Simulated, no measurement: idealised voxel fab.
The document below concerns the process module designated voxel capacitor over wiring.
Displayed cross-section: cut, width of 260 nm, square cells sized 5 nm.
A cross-section in this document is a grid of square cells, and it is written down as bands, the top band listed before the ones below it; a band is made up of one or more rows of cells.
First you get the band's top height and its bottom height, in nm, and then the materials it's made of, left to right, with each width in nm. If you see a single material with "all across", that one covers the band edge to edge. "air" is empty space.
Heights are reckoned from 0. Under this level, the received wafer is all of one material. The bottommost band is open-ended downward, for example "0..down".
When a width is written as two numbers, as in "30->40", the first number is the width in the top row of cells of the band and the second is the width in its bottom row, and the width changes by the same amount from each row to the next.
The cross-section has no changed cell in any step marked "left unchanged".
Entry "Listed closed voids". Content: empty spaces with no open connection to the top, size 8 cells or greater. Each: width x height at distance. Distance: from left edge. Unit: nm.
Formally, on a step line, whatever follows the settings is a remark that the simulator itself makes on the step.
The setting "overlay nm" may be written on the line of a step. When the step uses a mask, the value reports how far to the right of the planned place the mask lay, and a negative value reports that it lay to the left.

Listed below are the process steps as planned
1: RECEIVE, material Si
2: CONFORMAL_DEP, material SiO2, thk nm 15
3: DIRECTIONAL_DEP, material TiN, thk nm 5
4: DIRECTIONAL_DEP, material Ru, thk nm 25
5: PATTERN, tone cover, mask id METAL_1, material resist, width nm 25, pitch nm 95, thk nm 15, overlay nm 0
6: DIRECTIONAL_ETCH, etch materials Ru, depth nm 25
7: DIRECTIONAL_ETCH, etch materials TiN, depth nm 5
8: STRIP, etch materials resist
9: FILL_DEP, material SiO2, thk nm 5
10: CMP, height nm 45
11: CONFORMAL_DEP, material SiCN, thk nm 5
12: DIRECTIONAL_DEP, material SiO2, thk nm 10
13: DIRECTIONAL_DEP, material aC, thk nm 10
14: PATTERN, tone open, mask id PLUG_1, material resist, width nm 15, thk nm 25, overlay nm 0
15: DIRECTIONAL_ETCH, etch materials aC, depth nm 10
16: STRIP, etch materials resist
17: DIRECTIONAL_ETCH, etch materials SiO2, depth nm 10
18: DIRECTIONAL_ETCH, etch materials SiCN, depth nm 5
19: STRIP, etch materials aC
20: EPI, material Ru, thk nm 10
21: EPI, material Ru, thk nm 5
22: DIRECTIONAL_DEP, material TiN, thk nm 5
23: DIRECTIONAL_DEP, material Al2O3, thk nm 5
24: DIRECTIONAL_DEP, material TiN, thk nm 5
25: MASKED_ETCH, tone cover, mask id UPPER_PLATE, width nm 75, etch materials TiN, depth nm 5, overlay nm 0
26: MASKED_ETCH, tone cover, mask id UPPER_PLATE, width nm 75, etch materials Al2O3, depth nm 5, overlay nm 0
27: DIRECTIONAL_DEP, material aC, thk nm 15
28: PATTERN, tone cover, mask id LOWER_PLATE, material resist, width nm 85, thk nm 30, overlay nm 0
29: DIRECTIONAL_ETCH, etch materials aC, depth nm 15
30: STRIP, etch materials resist
31: DIRECTIONAL_ETCH, etch materials TiN, depth nm 5
32: STRIP, etch materials aC
33: FILL_DEP, material SiO2, thk nm 15
34: CMP, height nm 85
35: MASKED_ETCH, tone open, mask id PLUG_2, width nm 15, etch materials SiO2, depth nm 10, overlay nm 0
36: CONFORMAL_DEP, material TiN, thk nm 5
37: FILL_DEP, material W, thk nm 5
38: CMP, height nm 85
39: CONFORMAL_DEP, material SiN, thk nm 5

As-received wafer cross-section (after step 1)
* 0..down | Si all across
* Listed closed voids: none

One mistake in running the module, otherwise start and plan as above: cross-section at the end
* 90..85 | SiN all across
* 85..80 | SiO2 90 nm, then TiN 5 nm, then W 5 nm, then TiN 5 nm, then SiO2 155 nm
* 80..70 | SiO2 90->95 nm, then TiN 15->60 nm, then SiO2 155->105 nm
* 70..65 | SiO2 95 nm, then Al2O3 60 nm, then SiO2 105 nm
* 65..60 | SiO2 75 nm, then TiN 5 nm, then SiO2 15 nm, then TiN 65 nm, then SiO2 100 nm
* 60..55 | SiO2 80 nm, then TiN 15 nm, then SiO2 165 nm
* 55..50 | SiO2 80 nm, then Al2O3 15 nm, then SiO2 165 nm
* 50..45 | SiCN 80 nm, then TiN 15 nm, then SiCN 165 nm
* 45..40 | SiO2 all across
* 40..15 | SiO2 70 nm, then Ru 25 nm, then SiO2 70 nm, then Ru 25 nm, then SiO2 70 nm
* 15..0 | SiO2 all across
* 0..down | Si all across
* Listed closed voids: none
what went wrong: step 3 in the plan did not get run; it was skipped
